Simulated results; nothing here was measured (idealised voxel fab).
Module name: voxel trench capacitor (process module)
The cross-section shown here is cut; it is 225 nm wide and divided into square cells measuring 5 nm on a side.
Cross-sections here: square-cell grids, written as top-down lists of bands, a band being one or more rows of cells. Read a band's entry like this: the first values are the height of its top and the height of its bottom in nm, and what follows is the sequence of materials from left to right, each with its width in nm. Note that "air" is empty space, and that a single material marked "everywhere" reaches across the band from edge to edge. We count height from 0. Below that, the starting wafer is all one material. The lowest band never ends at the bottom but goes on down; see "0..down" for how that is written. When a width is written as two numbers, as in "30..40", the first number is the width in the top row of cells of the band and the second is the width in its bottom row, and the width changes by the same amount from each row to the next. The cross-section has no changed cell in any step marked "changes: none". The entry "Enclosed internal cavities" lists the empty spaces that cover at least 8 cells and have no open path to the top. Each is written as width x height at distance, where the distance is measured from the left edge and all three values are in nm. That trailing text on a step's line, after the settings, is the simulator's own remark on the step. Regarding "overlay nm": on a step with a mask, it is the distance the mask lay to the right of its planned place; a negative value places it to the left. Below you will find pairs of cross-sections. In each, one shows the wafer before one process step and the other after it, with the after view ending at the lowest band that changed. Under each pair is the step separating them, along with its settings. Do not assume the pairs form a chain: they can come from different runs of this module on the same starting wafer, and a pair continues from the pair above it only when its "State on entry" entry says so.

State on entry
- 25..10  aC everywhere
- 10..0  SiN everywhere
- 0..down  Si everywhere
- Enclosed internal cavities: none

Structure After Step
- 55..25  15 of resist  25 of air  25 of resist  25 of air  25 of resist  25 of air  25 of resist  25 of air  35 of resist
- Nothing below the height 25 has changed.
- Enclosed internal cavities: none
It is this step that lies between the two cross-sections above: PATTERN: tone open, mask id TRENCH, material resist, width nm 25, pitch nm 50, thk nm 30, overlay nm -10

State on entry: = after-state of the pair above.

Structure After Step
- 40..25  15 of resist  25 of air  25 of resist  25 of air  25 of resist  25 of air  25 of resist  25 of air  35 of resist
- 25..10  15 of aC  25 of air  25 of aC  25 of air  25 of aC  25 of air  25 of aC  25 of air  35 of aC
- Nothing below the height 10 has changed.
- Enclosed internal cavities: none
It is this step that lies between the two cross-sections above: DIRECTIONAL_ETCH: etch materials aC, depth nm 15

State on entry: = after-state of the pair above.

Structure After Step
- 25..10  15 of aC  25 of air  25 of aC  25 of air  25 of aC  25 of air  25 of aC  25 of air  35 of aC
- Nothing below the height 10 has changed.
- Enclosed internal cavities: none
It is this step that lies between the two cross-sections above: STRIP: etch materials resist

State on entry: = after-state of the pair above.

Structure After Step
- 25..10  15 of aC  25 of air  25 of aC  25 of air  25 of aC  25 of air  25 of aC  25 of air  35 of aC
- 10..0  15 of SiN  25 of air  25 of SiN  25 of air  25 of SiN  25 of air  25 of SiN  25 of air  35 of SiN
- Nothing below the height 0 has changed.
- Enclosed internal cavities: none
It is this step that lies between the two cross-sections above: DIRECTIONAL_ETCH: etch materials SiN, depth nm 10

State on entry: = after-state of the pair above.

Structure After Step
- 25..10  15 of aC  25 of air  25 of aC  25 of air  25 of aC  25 of air  25 of aC  25 of air  35 of aC
- 10..0  15 of SiN  25 of air  25 of SiN  25 of air  25 of SiN  25 of air  25 of SiN  25 of air  35 of SiN
- 0..-25  15 of Si  25 of air  25 of Si  25 of air  25 of Si  25 of air  25 of Si  25 of air  35 of Si
- Nothing below the height -25 has changed.
- Enclosed internal cavities: none
It is this step that lies between the two cross-sections above: DIRECTIONAL_ETCH: etch materials Si, depth nm 25

State on entry: = after-state of the pair above.

Structure After Step
- 10..0  15 of SiN  25 of air  25 of SiN  25 of air  25 of SiN  25 of air  25 of SiN  25 of air  35 of SiN
- Nothing below the height 0 has changed.
- Enclosed internal cavities: none
It is this step that lies between the two cross-sections above: STRIP: etch materials aC

State on entry: = after-state of the pair above.

Structure After Step
- 15..10  20 of HfO2  15 of air  35 of HfO2  15 of air  35 of HfO2  15 of air  35 of HfO2  15 of air  40 of HfO2
- 10..0  15 of SiN  5 of HfO2  15 of air  5 of HfO2  25 of SiN  5 of HfO2  15 of air  5 of HfO2  25 of SiN  5 of HfO2  15 of air  5 of HfO2  25 of SiN  5 of HfO2  15 of air  5 of HfO2  35 of SiN
- 0..-20  15 of Si  5 of HfO2  15 of air  5 of HfO2  25 of Si  5 of HfO2  15 of air  5 of HfO2  25 of Si  5 of HfO2  15 of air  5 of HfO2  25 of Si  5 of HfO2  15 of air  5 of HfO2  35 of Si
- -20..-25  15 of Si  25 of HfO2  25 of Si  25 of HfO2  25 of Si  25 of HfO2  25 of Si  25 of HfO2  35 of Si
- Nothing below the height -25 has changed.
- Enclosed internal cavities: none
It is this step that lies between the two cross-sections above: CONFORMAL_DEP: material HfO2, thk nm 5

State on entry: = after-state of the pair above.

Structure After Step
- 20..15  25 of TiN  5 of air  45 of TiN  5 of air  45 of TiN  5 of air  45 of TiN  5 of air  45 of TiN
- 15..10  20 of HfO2  5 of TiN  5 of air  5 of TiN  35 of HfO2  5 of TiN  5 of air  5 of TiN  35 of HfO2  5 of TiN  5 of air  5 of TiN  35 of HfO2  5 of TiN  5 of air  5 of TiN  40 of HfO2
- 10..0  15 of SiN  5 of HfO2  5 of TiN  5 of air  5 of TiN  5 of HfO2  25 of SiN  5 of HfO2  5 of TiN  5 of air  5 of TiN  5 of HfO2  25 of SiN  5 of HfO2  5 of TiN  5 of air  5 of TiN  5 of HfO2  25 of SiN  5 of HfO2  5 of TiN  5 of air  5 of TiN  5 of HfO2  35 of SiN
- 0..-15  15 of Si  5 of HfO2  5 of TiN  5 of air  5 of TiN  5 of HfO2  25 of Si  5 of HfO2  5 of TiN  5 of air  5 of TiN  5 of HfO2  25 of Si  5 of HfO2  5 of TiN  5 of air  5 of TiN  5 of HfO2  25 of Si  5 of HfO2  5 of TiN  5 of air  5 of TiN  5 of HfO2  35 of Si
- -15..-20  15 of Si  5 of HfO2  15 of TiN  5 of HfO2  25 of Si  5 of HfO2  15 of TiN  5 of HfO2  25 of Si  5 of HfO2  15 of TiN  5 of HfO2  25 of Si  5 of HfO2  15 of TiN  5 of HfO2  35 of Si
- Nothing below the height -20 has changed.
- Enclosed internal cavities: none
It is this step that lies between the two cross-sections above: CONFORMAL_DEP: material TiN, thk nm 5

State on entry: = after-state of the pair above.

Structure After Step
- 25..20  W everywhere
- 20..15  25 of TiN  5 of W  45 of TiN  5 of W  45 of TiN  5 of W  45 of TiN  5 of W  45 of TiN
- 15..10  20 of HfO2  5 of TiN  5 of W  5 of TiN  35 of HfO2  5 of TiN  5 of W  5 of TiN  35 of HfO2  5 of TiN  5 of W  5 of TiN  35 of HfO2  5 of TiN  5 of W  5 of TiN  40 of HfO2
- 10..0  15 of SiN  5 of HfO2  5 of TiN  5 of W  5 of TiN  5 of HfO2  25 of SiN  5 of HfO2  5 of TiN  5 of W  5 of TiN  5 of HfO2  25 of SiN  5 of HfO2  5 of TiN  5 of W  5 of TiN  5 of HfO2  25 of SiN  5 of HfO2  5 of TiN  5 of W  5 of TiN  5 of HfO2  35 of SiN
- 0..-15  15 of Si  5 of HfO2  5 of TiN  5 of W  5 of TiN  5 of HfO2  25 of Si  5 of HfO2  5 of TiN  5 of W  5 of TiN  5 of HfO2  25 of Si  5 of HfO2  5 of TiN  5 of W  5 of TiN  5 of HfO2  25 of Si  5 of HfO2  5 of TiN  5 of W  5 of TiN  5 of HfO2  35 of Si
- Nothing below the height -15 has changed.
- Enclosed internal cavities: none
It is this step that lies between the two cross-sections above: FILL_DEP: material W, thk nm 5

State on entry: = after-state of the pair above.

Structure After Step
- 10..0  15 of SiN  5 of HfO2  5 of TiN  5 of W  5 of TiN  5 of HfO2  25 of SiN  5 of HfO2  5 of TiN  5 of W  5 of TiN  5 of HfO2  25 of SiN  5 of HfO2  5 of TiN  5 of W  5 of TiN  5 of HfO2  25 of SiN  5 of HfO2  5 of TiN  5 of W  5 of TiN  5 of HfO2  35 of SiN
- Nothing below the height 0 has changed.
- Enclosed internal cavities: none
It is this step that lies between the two cross-sections above: CMP: height nm 10

State on entry
- 10..0  25 of SiN  25 of air  25 of SiN  25 of air  25 of SiN  25 of air  25 of SiN  25 of air  25 of SiN
- 0..-25  25 of Si  25 of air  25 of Si  25 of air  25 of Si  25 of air  25 of Si  25 of air  25 of Si
- -25..down  Si everywhere
- Enclosed internal cavities: none

Structure After Step
- 15..0  30 of SiN  15 of air  35 of SiN  15 of air  35 of SiN  15 of air  35 of SiN  15 of air  30 of SiN
- 0..-20  25 of Si  5 of SiN  15 of air  5 of SiN  25 of Si  5 of SiN  15 of air  5 of SiN  25 of Si  5 of SiN  15 of air  5 of SiN  25 of Si  5 of SiN  15 of air  5 of SiN  25 of Si
- -20..-25  25 of Si  25 of SiN  25 of Si  25 of SiN  25 of Si  25 of SiN  25 of Si  25 of SiN  25 of Si
- Nothing below the height -25 has changed.
- Enclosed internal cavities: none
It is this step that lies between the two cross-sections above: CONFORMAL_DEP: material SiN, thk nm 5

State on entry: = after-state of the pair above.

Structure After Step
- 20..15  35 of TiN  5 of air  45 of TiN  5 of air  45 of TiN  5 of air  45 of TiN  5 of air  35 of TiN
- 15..0  30 of SiN  5 of TiN  5 of air  5 of TiN  35 of SiN  5 of TiN  5 of air  5 of TiN  35 of SiN  5 of TiN  5 of air  5 of TiN  35 of SiN  5 of TiN  5 of air  5 of TiN  30 of SiN
- 0..-15  25 of Si  5 of SiN  5 of TiN  5 of air  5 of TiN  5 of SiN  25 of Si  5 of SiN  5 of TiN  5 of air  5 of TiN  5 of SiN  25 of Si  5 of SiN  5 of TiN  5 of air  5 of TiN  5 of SiN  25 of Si  5 of SiN  5 of TiN  5 of air  5 of TiN  5 of SiN  25 of Si
- -15..-20  25 of Si  5 of SiN  15 of TiN  5 of SiN  25 of Si  5 of SiN  15 of TiN  5 of SiN  25 of Si  5 of SiN  15 of TiN  5 of SiN  25 of Si  5 of SiN  15 of TiN  5 of SiN  25 of Si
- Nothing below the height -20 has changed.
- Enclosed internal cavities: none
It is this step that lies between the two cross-sections above: CONFORMAL_DEP: material TiN, thk nm 5

State on entry: = after-state of the pair above.

Structure After Step
- 25..20  W everywhere
- 20..15  35 of TiN  5 of W  45 of TiN  5 of W  45 of TiN  5 of W  45 of TiN  5 of W  35 of TiN
- 15..0  30 of SiN  5 of TiN  5 of W  5 of TiN  35 of SiN  5 of TiN  5 of W  5 of TiN  35 of SiN  5 of TiN  5 of W  5 of TiN  35 of SiN  5 of TiN  5 of W  5 of TiN  30 of SiN
- 0..-15  25 of Si  5 of SiN  5 of TiN  5 of W  5 of TiN  5 of SiN  25 of Si  5 of SiN  5 of TiN  5 of W  5 of TiN  5 of SiN  25 of Si  5 of SiN  5 of TiN  5 of W  5 of TiN  5 of SiN  25 of Si  5 of SiN  5 of TiN  5 of W  5 of TiN  5 of SiN  25 of Si
- Nothing below the height -15 has changed.
- Enclosed internal cavities: none
It is this step that lies between the two cross-sections above: FILL_DEP: material W, thk nm 5

State on entry: = after-state of the pair above.

Structure After Step
- 10..0  30 of SiN  5 of TiN  5 of W  5 of TiN  35 of SiN  5 of TiN  5 of W  5 of TiN  35 of SiN  5 of TiN  5 of W  5 of TiN  35 of SiN  5 of TiN  5 of W  5 of TiN  30 of SiN
- Nothing below the height 0 has changed.
- Enclosed internal cavities: none
It is this step that lies between the two cross-sections above: CMP: height nm 10

State on entry
- 25..10  aC everywhere
- 10..0  SiN everywhere
- 0..down  Si everywhere
- Enclosed internal cavities: none

Structure After Step
- 55..25  25 of air  25 of resist  25 of air  25 of resist  25 of air  25 of resist  25 of air  25 of resist  25 of air
- Nothing below the height 25 has changed.
- Enclosed internal cavities: none
It is this step that lies between the two cross-sections above: PATTERN: tone cover, mask id TRENCH, material resist, width nm 25, pitch nm 50, thk nm 30, overlay nm 0

State on entry: = after-state of the pair above.

Structure After Step
- 40..25  25 of air  25 of resist  25 of air  25 of resist  25 of air  25 of resist  25 of air  25 of resist  25 of air
- 25..10  25 of air  25 of aC  25 of air  25 of aC  25 of air  25 of aC  25 of air  25 of aC  25 of air
- Nothing below the height 10 has changed.
- Enclosed internal cavities: none
It is this step that lies between the two cross-sections above: DIRECTIONAL_ETCH: etch materials aC, depth nm 15

State on entry: = after-state of the pair above.

Structure After Step
- 25..10  25 of air  25 of aC  25 of air  25 of aC  25 of air  25 of aC  25 of air  25 of aC  25 of air
- Nothing below the height 10 has changed.
- Enclosed internal cavities: none
It is this step that lies between the two cross-sections above: STRIP: etch materials resist

State on entry: = after-state of the pair above.

Structure After Step
- 25..10  25 of air  25 of aC  25 of air  25 of aC  25 of air  25 of aC  25 of air  25 of aC  25 of air
- 10..0  25 of air  25 of SiN  25 of air  25 of SiN  25 of air  25 of SiN  25 of air  25 of SiN  25 of air
- Nothing below the height 0 has changed.
- Enclosed internal cavities: none
It is this step that lies between the two cross-sections above: DIRECTIONAL_ETCH: etch materials SiN, depth nm 10

State on entry: = after-state of the pair above.

Structure After Step
- 25..10  25 of air  25 of aC  25 of air  25 of aC  25 of air  25 of aC  25 of air  25 of aC  25 of air
- 10..0  25 of air  25 of SiN  25 of air  25 of SiN  25 of air  25 of SiN  25 of air  25 of SiN  25 of air
- 0..-25  25 of air  25 of Si  25 of air  25 of Si  25 of air  25 of Si  25 of air  25 of Si  25 of air
- Nothing below the height -25 has changed.
- Enclosed internal cavities: none
It is this step that lies between the two cross-sections above: DIRECTIONAL_ETCH: etch materials Si, depth nm 25

State on entry: = after-state of the pair above.

Structure After Step
- 10..0  25 of air  25 of SiN  25 of air  25 of SiN  25 of air  25 of SiN  25 of air  25 of SiN  25 of air
- Nothing below the height 0 has changed.
- Enclosed internal cavities: none
It is this step that lies between the two cross-sections above: STRIP: etch materials aC

State on entry: = after-state of the pair above.

Structure After Step
- 15..10  20 of air  35 of HfO2  15 of air  35 of HfO2  15 of air  35 of HfO2  15 of air  35 of HfO2  20 of air
- 10..0  20 of air  5 of HfO2  25 of SiN  5 of HfO2  15 of air  5 of HfO2  25 of SiN  5 of HfO2  15 of air  5 of HfO2  25 of SiN  5 of HfO2  15 of air  5 of HfO2  25 of SiN  5 of HfO2  20 of air
- 0..-20  20 of air  5 of HfO2  25 of Si  5 of HfO2  15 of air  5 of HfO2  25 of Si  5 of HfO2  15 of air  5 of HfO2  25 of Si  5 of HfO2  15 of air  5 of HfO2  25 of Si  5 of HfO2  20 of air
- -20..-25  25 of HfO2  25 of Si  25 of HfO2  25 of Si  25 of HfO2  25 of Si  25 of HfO2  25 of Si  25 of HfO2
- Nothing below the height -25 has changed.
- Enclosed internal cavities: none
It is this step that lies between the two cross-sections above: CONFORMAL_DEP: material HfO2, thk nm 5

State on entry: = after-state of the pair above.

Structure After Step
- 20..15  15 of air  45 of TiN  5 of air  45 of TiN  5 of air  45 of TiN  5 of air  45 of TiN  15 of air
- 15..10  15 of air  5 of TiN  35 of HfO2  5 of TiN  5 of air  5 of TiN  35 of HfO2  5 of TiN  5 of air  5 of TiN  35 of HfO2  5 of TiN  5 of air  5 of TiN  35 of HfO2  5 of TiN  15 of air
- 10..0  15 of air  5 of TiN  5 of HfO2  25 of SiN  5 of HfO2  5 of TiN  5 of air  5 of TiN  5 of HfO2  25 of SiN  5 of HfO2  5 of TiN  5 of air  5 of TiN  5 of HfO2  25 of SiN  5 of HfO2  5 of TiN  5 of air  5 of TiN  5 of HfO2  25 of SiN  5 of HfO2  5 of TiN  15 of air
- 0..-15  15 of air  5 of TiN  5 of HfO2  25 of Si  5 of HfO2  5 of TiN  5 of air  5 of TiN  5 of HfO2  25 of Si  5 of HfO2  5 of TiN  5 of air  5 of TiN  5 of HfO2  25 of Si  5 of HfO2  5 of TiN  5 of air  5 of TiN  5 of HfO2  25 of Si  5 of HfO2  5 of TiN  15 of air
- -15..-20  20 of TiN  5 of HfO2  25 of Si  5 of HfO2  15 of TiN  5 of HfO2  25 of Si  5 of HfO2  15 of TiN  5 of HfO2  25 of Si  5 of HfO2  15 of TiN  5 of HfO2  25 of Si  5 of HfO2  20 of TiN
- Nothing below the height -20 has changed.
- Enclosed internal cavities: none
It is this step that lies between the two cross-sections above: CONFORMAL_DEP: material TiN, thk nm 5

State on entry: = after-state of the pair above.

Structure After Step
- 25..20  W everywhere
- 20..15  15 of W  45 of TiN  5 of W  45 of TiN  5 of W  45 of TiN  5 of W  45 of TiN  15 of W
- 15..10  15 of W  5 of TiN  35 of HfO2  5 of TiN  5 of W  5 of TiN  35 of HfO2  5 of TiN  5 of W  5 of TiN  35 of HfO2  5 of TiN  5 of W  5 of TiN  35 of HfO2  5 of TiN  15 of W
- 10..0  15 of W  5 of TiN  5 of HfO2  25 of SiN  5 of HfO2  5 of TiN  5 of W  5 of TiN  5 of HfO2  25 of SiN  5 of HfO2  5 of TiN  5 of W  5 of TiN  5 of HfO2  25 of SiN  5 of HfO2  5 of TiN  5 of W  5 of TiN  5 of HfO2  25 of SiN  5 of HfO2  5 of TiN  15 of W
- 0..-15  15 of W  5 of TiN  5 of HfO2  25 of Si  5 of HfO2  5 of TiN  5 of W  5 of TiN  5 of HfO2  25 of Si  5 of HfO2  5 of TiN  5 of W  5 of TiN  5 of HfO2  25 of Si  5 of HfO2  5 of TiN  5 of W  5 of TiN  5 of HfO2  25 of Si  5 of HfO2  5 of TiN  15 of W
- Nothing below the height -15 has changed.
- Enclosed internal cavities: none
It is this step that lies between the two cross-sections above: FILL_DEP: material W, thk nm 5

State on entry: = after-state of the pair above.

Structure After Step
- 10..0  15 of W  5 of TiN  5 of HfO2  25 of SiN  5 of HfO2  5 of TiN  5 of W  5 of TiN  5 of HfO2  25 of SiN  5 of HfO2  5 of TiN  5 of W  5 of TiN  5 of HfO2  25 of SiN  5 of HfO2  5 of TiN  5 of W  5 of TiN  5 of HfO2  25 of SiN  5 of HfO2  5 of TiN  15 of W
- Nothing below the height 0 has changed.
- Enclosed internal cavities: none
It is this step that lies between the two cross-sections above: CMP: height nm 10
